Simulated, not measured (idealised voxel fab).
process module | voxel capacitor over wiring
Cross-sectional view cut (width: 270 nm; square cell size: 5 nm).
Just so we're on the same page, the cross-sections are grids of square cells, and they're listed out in bands top to bottom, each band one or more rows deep. Look at the band entry: it leads with the top's height and the bottom's height in nm. Then it lists the materials left to right, with a width in nm for each. The word "throughout" on a single material says that material fills the band edge to edge. The word "blank" is empty space. Ref level 0: as-received wafer is one material below here. Bottom band extends down with no lower bound ("from 0 down"). The two numbers in a width such as "30 to 40" mark its ends across the band: the first belongs to the top row of cells, the second to the bottom row, and from each row to the next the width moves by the same amount. Basically "no alteration" means that step didn't change any cell in the cross-section. So "Voids, fully enclosed" is basically the list of trapped voids: any empty space of 8 cells or more that can't reach the top through an opening. They're written width x height at distance, the distance being from the left edge, and it's all nm. On a step's line, text after the settings is the simulator commenting on that step. Regarding "overlay nm": on a step with a mask, it is the distance the mask lay to the right of its planned place; a negative value places it to the left.
Listed below are the process steps as planned:
1. RECEIVE [material Si]
2. CONFORMAL_DEP [material SiO2] [thk nm 15]
3. CONFORMAL_DEP [material SiCN] [thk nm 5]
4. DIRECTIONAL_DEP [material SiO2] [thk nm 20]
5. PATTERN [tone open] [mask id METAL_1] [material resist] [width nm 30] [pitch nm 80] [thk nm 20] [overlay nm 0]
6. DIRECTIONAL_ETCH [etch materials SiO2] [depth nm 20]
7. DIRECTIONAL_ETCH [etch materials SiCN] [depth nm 5]
8. STRIP [etch materials resist]
9. CONFORMAL_DEP [material TiN] [thk nm 5]
10. FILL_DEP [material Cu] [thk nm 5]
11. CMP [height nm 40]
12. EPI [material Ru] [thk nm 5]
13. FILL_DEP [material SiCN] [thk nm 5]
14. DIRECTIONAL_DEP [material lowk] [thk nm 20]
15. PATTERN [tone open] [mask id PLUG_1] [material resist] [width nm 15] [thk nm 15] [overlay nm 0]
16. DIRECTIONAL_ETCH [etch materials lowk] [depth nm 20]
17. DIRECTIONAL_ETCH [etch materials SiCN] [depth nm 5]
18. STRIP [etch materials resist]
19. EPI [material Ru] [thk nm 10]
20. EPI [material Ru] [thk nm 10]
21. EPI [material Ru] [thk nm 5]
22. DIRECTIONAL_DEP [material TiN] [thk nm 5]
23. DIRECTIONAL_DEP [material Al2O3] [thk nm 5]
24. DIRECTIONAL_DEP [material TiN] [thk nm 10]
25. DIRECTIONAL_DEP [material aC] [thk nm 15]
26. PATTERN [tone cover] [mask id UPPER_PLATE] [material resist] [width nm 55] [thk nm 35] [overlay nm 0]
27. DIRECTIONAL_ETCH [etch materials aC] [depth nm 15]
28. STRIP [etch materials resist]
29. DIRECTIONAL_ETCH [etch materials TiN] [depth nm 10]
30. DIRECTIONAL_ETCH [etch materials Al2O3] [depth nm 5]
31. STRIP [etch materials aC]
32. MASKED_ETCH [tone cover] [mask id LOWER_PLATE] [width nm 65] [etch materials TiN] [depth nm 5] [overlay nm 0]
33. FILL_DEP [material SiO2] [thk nm 20]
34. CMP [height nm 105]
35. PATTERN [tone open] [mask id PLUG_2] [material resist] [width nm 15] [thk nm 15] [overlay nm 0]
36. DIRECTIONAL_ETCH [etch materials SiO2] [depth nm 15]
37. STRIP [etch materials resist]
38. CONFORMAL_DEP [material TiN] [thk nm 5]
39. FILL_DEP [material W] [thk nm 10]
40. CMP [height nm 105]
41. CONFORMAL_DEP [material SiN] [thk nm 5]
Every wafer here starts from the same state; it is the step 38 thk nm that distinguishes them, and the value the plan gives belongs to the first wafer.
Cross-section, first of several wafers, as delivered after step 1:
* from 0 down  Si throughout
* Voids, fully enclosed: none
Cross-sectional representation of the first of several wafers at the end of the module, i.e. after its terminal step, step 41:
* from 110 to 105  SiN throughout
* from 105 to 95  SiO2=105 | TiN=5 | W=5 | TiN=5 | SiO2=150
* from 95 to 90  SiO2=105 | TiN=15 | SiO2=150
* from 90 to 80  SiO2=95 | TiN=55 | SiO2=120
* from 80 to 75  SiO2=95 | Al2O3=55 | SiO2=120
* from 75 to 70  SiO2=90 | TiN=65 | SiO2=115
* from 70 to 50  lowk=95 | Ru=15 | lowk=160
* from 50 to 45  SiCN=95 | Ru=15 | SiCN=160
* from 45 to 40  SiCN=75 | Ru=40 | SiCN=40 | Ru=40 | SiCN=75
* from 40 to 20  SiO2=80 | TiN=5 | Cu=20 | TiN=5 | SiO2=50 | TiN=5 | Cu=20 | TiN=5 | SiO2=80
* from 20 to 15  SiCN=80 | TiN=30 | SiCN=50 | TiN=30 | SiCN=80
* from 15 to 0  SiO2 throughout
* from 0 down  Si throughout
* Voids, fully enclosed: none
Final wafer cross-section at module end:
* from 110 to 105  SiN throughout
* from 105 to 90  SiO2=105 | TiN=15 | SiO2=150
* from 90 to 80  SiO2=95 | TiN=55 | SiO2=120
* from 80 to 75  SiO2=95 | Al2O3=55 | SiO2=120
* from 75 to 70  SiO2=90 | TiN=65 | SiO2=115
* from 70 to 50  lowk=95 | Ru=15 | lowk=160
* from 50 to 45  SiCN=95 | Ru=15 | SiCN=160
* from 45 to 40  SiCN=75 | Ru=40 | SiCN=40 | Ru=40 | SiCN=75
* from 40 to 20  SiO2=80 | TiN=5 | Cu=20 | TiN=5 | SiO2=50 | TiN=5 | Cu=20 | TiN=5 | SiO2=80
* from 20 to 15  SiCN=80 | TiN=30 | SiCN=50 | TiN=30 | SiCN=80
* from 15 to 0  SiO2 throughout
* from 0 down  Si throughout
* Voids, fully enclosed: none
So in this table every wafer gets its own row, and what you see is where it stands at the end of the module: for each material, how many cells it picked up (+) or gave up (-) since we received it, and after that its closed voids:
thk nm 5, +11 Al2O3, +32 Cu, +31 Ru, +131 SiCN, +54 SiN, +653 SiO2, +70 TiN, +2 W, +204 lowk, Voids, fully enclosed: none
thk nm 10, +11 Al2O3, +32 Cu, +31 Ru, +131 SiCN, +54 SiN, +653 SiO2, +72 TiN, +204 lowk, Voids, fully enclosed: none
thk nm 15, +11 Al2O3, +32 Cu, +31 Ru, +131 SiCN, +54 SiN, +653 SiO2, +72 TiN, +204 lowk, Voids, fully enclosed: none
thk nm 20, +11 Al2O3, +32 Cu, +31 Ru, +131 SiCN, +54 SiN, +653 SiO2, +72 TiN, +204 lowk, Voids, fully enclosed: none
